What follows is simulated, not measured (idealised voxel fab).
The process module presented herein is designated voxel transistor to metal.
Pictured: cross-section cut, 170 nm wide, on a grid of 5 nm square cells.
Cross-section spec: square-cell grid; bands listed top down; each band is one or more rows. The entry gives the band's vertical extent as a top height and a bottom height in nm, then its horizontal make-up as materials from left to right, each with a width in nm. "blank" stands for empty space; a single material marked "full width" fills the band edge to edge. Beneath 0, the wafer as received is one material, and that level is where height counting begins. The lowest band goes on downward without a bottom; it is written like "0..down". The notation "30 to 40" denotes a width that varies across the rows of cells in the band, beginning at the first number in the top row, finishing at the second number in the bottom row, and changing by an identical amount from each row to the next. "nothing changed" for a step: no cell of the cross-section changed in that step. In "Closed voids list" the enclosed voids are listed, meaning empty spaces of 8 cells or larger without any opening to the top. The form is width x height at distance, distance from the left edge, units nm. It should be noted that, on the line of a given step, the content following the step's settings is a remark produced by the simulator itself with respect to that step. overlay nm: for a step with a mask, the amount by which the mask lay right of where it was planned; a negative amount means left of it.

**These are the steps we planned for the process**
1 RECEIVE | material Si
2 OXIDIZE | depth nm 5
3 CONFORMAL_DEP | material SiN | thk nm 10
4 PATTERN | tone cover | mask id ACTIVE | material resist | width nm 95 | thk nm 20 | overlay nm 0
5 DIRECTIONAL_ETCH | etch materials SiN | depth nm 10
6 DIRECTIONAL_ETCH | etch materials SiO2 | depth nm 5
7 DIRECTIONAL_ETCH | etch materials Si | depth nm 35
8 STRIP | etch materials resist
9 OXIDIZE | depth nm 5
10 FILL_DEP | material SiO2 | thk nm 15
11 CMP | height nm 10
12 SELECTIVE_ETCH | etch materials SiO2 | depth nm 10
13 STRIP | etch materials SiN
14 SELECTIVE_ETCH | etch materials SiO2 | depth nm 5
15 OXIDIZE | depth nm 5
16 DIRECTIONAL_DEP | material polySi | thk nm 25
17 DIRECTIONAL_DEP | material SiCN | thk nm 10
18 MASKED_ETCH | tone cover | mask id GATE | width nm 25 | etch materials SiCN | depth nm 20 | overlay nm 0
19 MASKED_ETCH | tone cover | mask id GATE | width nm 25 | etch materials polySi | depth nm 35 | overlay nm 0
20 CONFORMAL_DEP | material SiO2 | thk nm 5
21 DIRECTIONAL_ETCH | etch materials SiO2 | depth nm 5
22 CONFORMAL_DEP | material SiN | thk nm 10
23 DIRECTIONAL_ETCH | etch materials SiN | depth nm 10
24 DIRECTIONAL_ETCH | etch materials SiO2 | depth nm 5
25 EPI | material pSi | thk nm 5
26 FILL_DEP | material SiO2 | thk nm 10
27 CMP | height nm 20
28 STRIP | etch materials polySi
29 SELECTIVE_ETCH | etch materials SiO2 | depth nm 5
30 CONFORMAL_DEP | material HfO2 | thk nm 5
31 CONFORMAL_DEP | material TiN | thk nm 5
32 FILL_DEP | material W | thk nm 10
33 CMP | height nm 15
34 DIRECTIONAL_DEP | material SiO2 | thk nm 15
35 MASKED_ETCH | tone open | mask id CONTACT | width nm 15 | pitch nm 70 | etch materials SiO2 | depth nm 35 | overlay nm 0
36 CONFORMAL_DEP | material TiN | thk nm 5
37 FILL_DEP | material W | thk nm 10
38 CMP | height nm 30
39 CONFORMAL_DEP | material SiN | thk nm 5
40 DIRECTIONAL_DEP | material lowk | thk nm 20
41 MASKED_ETCH | tone open | mask id METAL_1 | width nm 15 | pitch nm 70 | etch materials lowk | depth nm 20 | overlay nm 0
42 MASKED_ETCH | tone open | mask id METAL_1 | width nm 15 | pitch nm 70 | etch materials SiN | depth nm 5 | overlay nm 0
43 CONFORMAL_DEP | material TiN | thk nm 5
44 FILL_DEP | material W | thk nm 5
45 CMP | height nm 55
46 EPI | material Ru | thk nm 5
47 FILL_DEP | material SiCN | thk nm 5

**Wafer as received: cross-section following step 1**
- 0..down | Si full width
- Closed voids list: none

**The first of two wafers, cross-sectioned at the end of the module, with the run proceeding as planned**
- 65..60 | SiCN full width
- 60..55 | 35 nm SiCN  25 nm Ru  45 nm SiCN  25 nm Ru  40 nm SiCN
- 55..35 | 40 nm lowk  5 nm TiN  5 nm W  5 nm TiN  55 nm lowk  5 nm TiN  5 nm W  5 nm TiN  45 nm lowk
- 35..30 | 40 nm SiN  15 nm TiN  55 nm SiN  15 nm TiN  45 nm SiN
- 30..15 | 40 nm SiO2  5 nm TiN  5 nm W  5 nm TiN  55 nm SiO2  5 nm TiN  5 nm W  5 nm TiN  45 nm SiO2
- 15..0 | 40 nm SiO2  5 nm TiN  5 nm W  5 nm TiN  10 nm SiN  5 nm HfO2  5 nm TiN  15 nm W  5 nm TiN  5 nm HfO2  10 nm SiN  5 nm TiN  5 nm W  5 nm TiN  45 nm SiO2
- 0..-5 | 40 nm SiO2  15 nm TiN  10 nm SiN  5 nm HfO2  25 nm TiN  5 nm HfO2  10 nm SiN  15 nm TiN  45 nm SiO2
- -5..-10 | 35 nm SiO2  20 nm pSi  10 nm SiO2  35 nm HfO2  10 nm SiO2  20 nm pSi  40 nm SiO2
- -10..-45 | 40 nm SiO2  85 nm Si  45 nm SiO2
- -45..down | Si full width
- Closed voids list: none

**Second of two wafers, module complete, sectioned: it shares the first wafer's start and plan but was run with one mistake**
- 65..60 | SiCN full width
- 60..55 | 35 nm SiCN  25 nm Ru  45 nm SiCN  25 nm Ru  40 nm SiCN
- 55..35 | 40 nm lowk  5 nm TiN  5 nm W  5 nm TiN  55 nm lowk  5 nm TiN  5 nm W  5 nm TiN  45 nm lowk
- 35..30 | 40 nm SiN  15 nm TiN  55 nm SiN  15 nm TiN  45 nm SiN
- 30..15 | 40 nm SiO2  5 nm TiN  5 nm W  5 nm TiN  55 nm SiO2  5 nm TiN  5 nm W  5 nm TiN  45 nm SiO2
- 15..0 | 40 nm SiO2  5 nm TiN  5 nm W  5 nm TiN  10 nm SiN  5 nm HfO2  5 nm TiN  15 nm W  5 nm TiN  5 nm HfO2  10 nm SiN  5 nm TiN  5 nm W  5 nm TiN  45 nm SiO2
- 0..-5 | 40 nm SiO2  15 nm TiN  10 nm SiN  5 nm HfO2  25 nm TiN  5 nm HfO2  10 nm SiN  15 nm TiN  45 nm SiO2
- -5..-10 | 35 nm SiO2  20 nm pSi  10 nm SiO2  35 nm HfO2  10 nm SiO2  20 nm pSi  40 nm SiO2
- -10..-80 | 40 nm SiO2  85 nm Si  45 nm SiO2
- -80..down | Si full width
- Closed voids list: none
Deviation noted in wafer processing: the plan had its step 7 run twice
It is noted that, at the conclusion of processing, the second wafer exhibits a higher or lower cell count for certain materials relative to the first: Si: 119 fewer; SiO2: 119 more
